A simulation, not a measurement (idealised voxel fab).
process module | voxel self aligned vias
cross-section cut | 255 nm wide | cells 5 nm
A cross-section is a grid of square cells, given in bands from the top down. A band is one or more rows of cells.
Each band's line starts with the height of the band's top and of its bottom, in nm. Then come its materials from left to right, each with its width in nm. One material with "throughout" fills the band from edge to edge. "air" is empty space.
Height 0 is the level under which the wafer as received is all one material. The lowest band goes on downwards, as in "0 down".
A width such as "30 to 40" changes by the same amount from each row of cells to the next, from the band's top row to its bottom row.
"no change" after a step means that no cell of the cross-section changed.
closed voids: empty space of 8 cells or more with no open way to the top, each as width x height at its distance from the left edge, in nm
after a step's settings: what the simulator itself notes on the step
overlay nm, on a step with a mask: how far to the right of its planned place the mask lay; to the left if negative
plan
1 op RECEIVE | material Si
2 op CONFORMAL_DEP | material SiO2 | thk nm 15
3 op CONFORMAL_DEP | material SiCN | thk nm 5
4 op DIRECTIONAL_DEP | material SiO2 | thk nm 25
5 op PATTERN | tone open | mask id LINES | material resist | width nm 30 | pitch nm 70 | thk nm 20 | overlay nm 0
6 op DIRECTIONAL_ETCH | etch materials SiO2 | depth nm 25
7 op STRIP | etch materials resist
8 op CONFORMAL_DEP | material TiN | thk nm 5
9 op FILL_DEP | material W | thk nm 5
10 op CMP | height nm 45
11 op SELECTIVE_ETCH | etch materials W Ru TiN | depth nm 5
12 op FILL_DEP | material SiN | thk nm 5
13 op CMP | height nm 45
14 op DIRECTIONAL_DEP | material SiO2 | thk nm 20
15 op PATTERN | tone open | mask id VIAS | material resist | width nm 40 | pitch nm 70 | thk nm 20 | overlay nm 0
16 op DIRECTIONAL_ETCH | etch materials SiO2 | depth nm 20
17 op DIRECTIONAL_ETCH | etch materials SiN | depth nm 5
18 op STRIP | etch materials resist
19 op CONFORMAL_DEP | material TiN | thk nm 5
20 op FILL_DEP | material W | thk nm 5
21 op CMP | height nm 65
22 op CONFORMAL_DEP | material SiN | thk nm 5
as received, after step 1
  0 down: Si throughout
  closed voids: none
first wafer at the end, as planned
  70 to 65: SiN throughout
  65 to 50: SiO2 70 | TiN 5 | W 30 | TiN 5 | SiO2 30 | TiN 5 | W 30 | TiN 5 | SiO2 75
  50 to 45: SiO2 70 | TiN 10 | W 20 | TiN 10 | SiO2 30 | TiN 10 | W 20 | TiN 10 | SiO2 75
  45 to 40: SiO2 75 | TiN 30 | SiO2 40 | TiN 30 | SiO2 80
  40 to 25: SiO2 75 | TiN 5 | W 20 | TiN 5 | SiO2 40 | TiN 5 | W 20 | TiN 5 | SiO2 80
  25 to 20: SiO2 75 | TiN 30 | SiO2 40 | TiN 30 | SiO2 80
  20 to 15: SiCN throughout
  15 to 0: SiO2 throughout
  0 down: Si throughout
  closed voids: none
second wafer at the end: like start, like plan, one mistake
  70 to 65: SiN throughout
  65 to 50: SiO2 65 | TiN 5 | W 30 | TiN 5 | SiO2 30 | TiN 5 | W 30 | TiN 5 | SiO2 80
  50 to 45: SiO2 65 | TiN 15 | W 20 | TiN 5 | SiO2 30 | TiN 15 | W 20 | TiN 5 | SiO2 80
  45 to 40: SiO2 75 | TiN 30 | SiO2 40 | TiN 30 | SiO2 80
  40 to 25: SiO2 75 | TiN 5 | W 20 | TiN 5 | SiO2 40 | TiN 5 | W 20 | TiN 5 | SiO2 80
  25 to 20: SiO2 75 | TiN 30 | SiO2 40 | TiN 30 | SiO2 80
  20 to 15: SiCN throughout
  15 to 0: SiO2 throughout
  0 down: Si throughout
  closed voids: none
what went wrong: step 15 ran as: op PATTERN | tone open | mask id VIAS | material resist | width nm 40 | pitch nm 70 | thk nm 20 | overlay nm -5
at the end the second wafer has, in cells: as many of each material as the first, in other places
